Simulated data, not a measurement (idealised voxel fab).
Herein follows the process module entitled voxel self aligned vias.
Cross-sectional view cut (width: 200 nm; square cell size: 5 nm).
In this document a cross-section is written as a grid of square cells. It is given as a series of bands, listed from the top down, and a band is one or more rows of cells. The band entry comprises the height of the band's top followed by the height of its bottom, expressed in nm, and subsequently the band's materials from left to right, each stated together with its width in nm. Where a single material is marked with the word "throughout", that material fills the band from edge to edge. The word "empty" represents empty space. Where do heights start? At 0: under that level the wafer as delivered is made of one material only. And the lowest band has no floor; it just carries on downward, as in "0 nm and below". Quick explanation for "30->40": the width changes in equal steps down the rows of cells, from the first number in the band's top row to the second number in its bottom row. Reading "same as before" for a step: not a cell of the cross-section changed in it. Enclosed voids (no open way to top), threshold 8 cells or more, entry "Closed voids list", notation width x height at distance, distance from left edge, nm. That trailing text on a step's line, after the settings, is the simulator's own remark on the step. overlay nm: for a step with a mask, the amount by which the mask lay right of where it was planned; a negative amount means left of it.

The following list gives the planned process steps
step 1: RECEIVE, material Si
step 2: CONFORMAL_DEP, material SiO2, thk nm 15
step 3: CONFORMAL_DEP, material SiCN, thk nm 5
step 4: DIRECTIONAL_DEP, material SiO2, thk nm 20
step 5: DIRECTIONAL_DEP, material aC, thk nm 10
step 6: PATTERN, tone open, mask id LINES, material resist, width nm 20, pitch nm 65, thk nm 25, overlay nm 0
step 7: DIRECTIONAL_ETCH, etch materials aC, depth nm 10
step 8: STRIP, etch materials resist
step 9: DIRECTIONAL_ETCH, etch materials SiO2, depth nm 20
step 10: STRIP, etch materials aC
step 11: CONFORMAL_DEP, material TiN, thk nm 5
step 12: FILL_DEP, material Ru, thk nm 5
step 13: CMP, height nm 40
step 14: SELECTIVE_ETCH, etch materials W Ru TiN, depth nm 10
step 15: FILL_DEP, material SiN, thk nm 5
step 16: CMP, height nm 40
step 17: DIRECTIONAL_DEP, material SiO2, thk nm 20
step 18: PATTERN, tone open, mask id VIAS, material resist, width nm 40, pitch nm 65, thk nm 20, overlay nm 0
step 19: DIRECTIONAL_ETCH, etch materials SiO2, depth nm 20
step 20: DIRECTIONAL_ETCH, etch materials SiN, depth nm 10
step 21: STRIP, etch materials resist
step 22: CONFORMAL_DEP, material TiN, thk nm 5
step 23: FILL_DEP, material W, thk nm 10
step 24: CMP, height nm 60
step 25: CONFORMAL_DEP, material SiN, thk nm 5

Cross-section of the wafer upon arrival, representing the state reached after step 1
0 nm and below = Si throughout
Closed voids list: none

Cross-section at module end, one run error; start and plan unchanged from above
65 nm to 60 nm = SiN throughout
60 nm to 45 nm = SiO2 45, then TiN 5, then W 30, then TiN 5, then SiO2 25, then TiN 5, then W 30, then TiN 5, then SiO2 50
45 nm to 35 nm = SiO2 45->65, then TiN 25->5, then W 10, then TiN 5, then SiO2 25->45, then TiN 25->5, then W 10, then TiN 5, then SiO2 50
35 nm to 30 nm = SiO2 65, then TiN 20, then SiO2 45, then TiN 20, then SiO2 50
30 nm to 25 nm = SiO2 65, then TiN 5, then Ru 10, then TiN 5, then SiO2 45, then TiN 5, then Ru 10, then TiN 5, then SiO2 50
25 nm to 20 nm = SiO2 65, then TiN 20, then SiO2 45, then TiN 20, then SiO2 50
20 nm to 15 nm = SiCN throughout
15 nm to 0 nm = SiO2 throughout
0 nm and below = Si throughout
Closed voids list: none
Want to know what went wrong? step 6 was run on a setting that differed from the plan, and what really ran there is PATTERN, tone open, mask id LINES, material resist, width nm 20, pitch nm 65, thk nm 25, overlay nm 10
